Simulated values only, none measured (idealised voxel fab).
Module name: voxel plated lines (process module)
Cross-section cut spans 270 nm and uses square cells 5 nm in size.
A cross-section is a grid of square cells, given in bands from the top down. A band is one or more rows of cells.
Top height, bottom height, nm. Materials left to right, width each, nm. Single material + "throughout" = fills band edge to edge. "air" = empty.
It should be noted that heights are counted from 0, beneath which the wafer as supplied is of one material throughout, and that the lowest band possesses no lower boundary but continues downward, as written in "0 nm and below".
The width entry "30 to 40" should be interpreted row by row: the top row of cells in the band takes the first number, the bottom row takes the second number, and the change between adjacent rows is uniform throughout.
"nothing was modified" (step): cross-section cells unchanged, all of them.
"Encapsulated voids" enumerates empty spaces isolated from the top, with no open way to it, that contain at least 8 cells, giving each as width x height at distance from the left edge, all three in nm.
On each step's line, the part that comes after the settings is the simulator's own comment on the step.
overlay nm: on a step with a mask, how far right of its planned place the mask lay; negative means left.

Plan:
1 RECEIVE,material Si
2 CONFORMAL_DEP,material SiO2,thk nm 15
3 DIRECTIONAL_DEP,material TiN,thk nm 5
4 PATTERN,tone open,mask id LINES,material resist,width nm 15,pitch nm 35,thk nm 15,overlay nm 0
5 EPI,material Ru,thk nm 10
6 STRIP,etch materials resist
7 DIRECTIONAL_ETCH,etch materials TiN,depth nm 5
8 CONFORMAL_DEP,material SiO2,thk nm 10

Cross-section: wafer on arrival = after step 1:
- 0 nm and below: Si throughout
- Encapsulated voids: none

End state of the module in cross-section, given the above starting point and plan and one mistake in execution:
- 40 nm to 30 nm: SiO2 throughout
- 30 nm to 20 nm: 90 nm Ru, 15 nm SiO2, 20 nm Ru, 15 nm SiO2, 20 nm Ru, 15 nm SiO2, 95 nm Ru
- 20 nm to 15 nm: 90 nm TiN, 15 nm SiO2, 20 nm TiN, 15 nm SiO2, 20 nm TiN, 15 nm SiO2, 95 nm TiN
- 15 nm to 0 nm: SiO2 throughout
- 0 nm and below: Si throughout
- Encapsulated voids: none
Misprocessing identified: step 4 was not run as planned; what actually ran was PATTERN,tone cover,mask id LINES,material resist,width nm 15,pitch nm 35,thk nm 15,overlay nm 0
